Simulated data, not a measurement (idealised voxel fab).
Title: Process Module voxel released beams
It is cross-section cut that appears here, measuring 185 nm in width, its square cells being 5 nm in size.
In this document a cross-section is written as a grid of square cells. It is given as a series of bands, listed from the top down, and a band is one or more rows of cells.
Look at the band entry: it leads with the top's height and the bottom's height in nm. Then it lists the materials left to right, with a width in nm for each. The word "throughout" on a single material says that material fills the band edge to edge. The word "blank" is empty space.
Height is counted from the level 0, under which the received wafer is composed throughout of one material. The lowest of the bands is not closed at the bottom but continues downward, in the notation "0 -> down".
A width such as "30 to 40" changes by the same amount from each row of cells to the next, from the band's top row to its bottom row.
Where a step carries "nothing was modified", the cross-section came out of it unchanged, cell for cell.
Voids, sealed: empty space of 8 cells or more with no open way to the top, each as width x height at its distance from the left edge, in nm
after a step's settings: what the simulator itself notes on the step
What "overlay nm" on a step's line means: if the step has a mask, that mask lay this far to the right of its planned place, or, when the value is negative, to the left.
### The steps planned for the process are as follows
1) op RECEIVE | material Si
2) op CONFORMAL_DEP | material SiN | thk nm 5
3) op DIRECTIONAL_DEP | material SiO2 | thk nm 5
4) op MASKED_ETCH | tone open | mask id ANCHOR | width nm 30 | etch materials SiO2 | depth nm 15 | overlay nm 0
5) op CONFORMAL_DEP | material TiN | thk nm 10
6) op PATTERN | tone cover | mask id BEAM | material resist | width nm 105 | thk nm 20 | overlay nm 0
7) op DIRECTIONAL_ETCH | etch materials TiN | depth nm 10
8) op STRIP | etch materials resist
9) op STRIP | etch materials SiO2
For this document, wafers share an identical start and vary in the step 3 thk nm; the plan quotes the first wafer's value.
### Cross-section of the first of several wafers as received (after step 1)
> 0 -> down: Si throughout
> Voids, sealed: none
### The rows of the table below are wafers. Looking at the end of the module, a row counts, for every material, the cells the wafer has gained, shown as (+), or lost, shown as (-), since it was received; its closed voids come next
thk nm 5 | +37 SiN | +46 TiN | Voids, sealed: none
thk nm 10 | +37 SiN | +50 TiN | Voids, sealed: none
thk nm 15 | +37 SiN | +54 TiN | Voids, sealed: none
thk nm 20 | +37 SiN | Voids, sealed: none
thk nm 25 | +37 SiN | Voids, sealed: none
thk nm 30 | +37 SiN | Voids, sealed: none
